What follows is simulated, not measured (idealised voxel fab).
Module name: voxel ribs on slabs (process module)
The width of the displayed cross-section, cut, is 290 nm; its cells are square, with a size of 5 nm.
A cross-section is a grid of square cells, given in bands from the top down. A band is one or more rows of cells. Look at the band entry: it leads with the top's height and the bottom's height in nm. Then it lists the materials left to right, with a width in nm for each. The word "everywhere" on a single material says that material fills the band edge to edge. The word "blank" is empty space. Beneath 0, the wafer as received is one material, and that level is where height counting begins. The lowest band goes on downward without a bottom; it is written like "0 and below". Note: "30 to 40" means the width goes from the first number (top row of the band) to the second number (bottom row) in equal steps per row of cells. "nothing was modified" -> step changed no cross-section cell. Entry "Enclosed void entries" = empty spaces >= 8 cells with no open way to the top; each as width x height at distance, distance from left edge, all nm. Note: text after step settings on the step line = simulator remark on that step. A step line may carry the setting "overlay nm", which, for steps involving a mask, states the distance by which the mask lay to the right of its intended position; negative values denote displacement to the left.
## The planned process steps are enumerated hereunder
- 1: RECEIVE,material Si
- 2: DIRECTIONAL_DEP,material SiO2,thk nm 20
- 3: DIRECTIONAL_DEP,material polySi,thk nm 15
- 4: DIRECTIONAL_DEP,material aC,thk nm 15
- 5: PATTERN,tone cover,mask id RIB,material resist,width nm 15,thk nm 30,overlay nm 0
- 6: DIRECTIONAL_ETCH,etch materials aC,depth nm 15
- 7: STRIP,etch materials resist
- 8: DIRECTIONAL_ETCH,etch materials polySi,depth nm 10
- 9: STRIP,etch materials aC
- 10: MASKED_ETCH,tone cover,mask id SLAB,width nm 45,etch materials polySi,depth nm 5,overlay nm 0
- 11: FILL_DEP,material SiO2,thk nm 25
- 12: CMP,height nm 55
- 13: DIRECTIONAL_DEP,material W,thk nm 10
- 14: DIRECTIONAL_DEP,material aC,thk nm 15
- 15: PATTERN,tone cover,mask id HEATER,material resist,width nm 25,thk nm 30,overlay nm 0
- 16: DIRECTIONAL_ETCH,etch materials aC,depth nm 15
- 17: STRIP,etch materials resist
- 18: DIRECTIONAL_ETCH,etch materials W,depth nm 10
- 19: STRIP,etch materials aC
- 20: CONFORMAL_DEP,material SiN,thk nm 5
## Cross-section, incoming material, after step 1
* 0 and below  Si everywhere
* Enclosed void entries: none
## Cross-sectional result after module completion. Note: starting condition and plan are unchanged from above; one processing mistake was made
* 65 down to 55  130 blank / 25 W / 135 blank
* 55 down to 35  SiO2 everywhere
* 35 down to 25  135 SiO2 / 15 polySi / 140 SiO2
* 25 down to 20  120 SiO2 / 45 polySi / 125 SiO2
* 20 down to 0  SiO2 everywhere
* 0 and below  Si everywhere
* Enclosed void entries: none
Want to know what went wrong? step 20 was left out
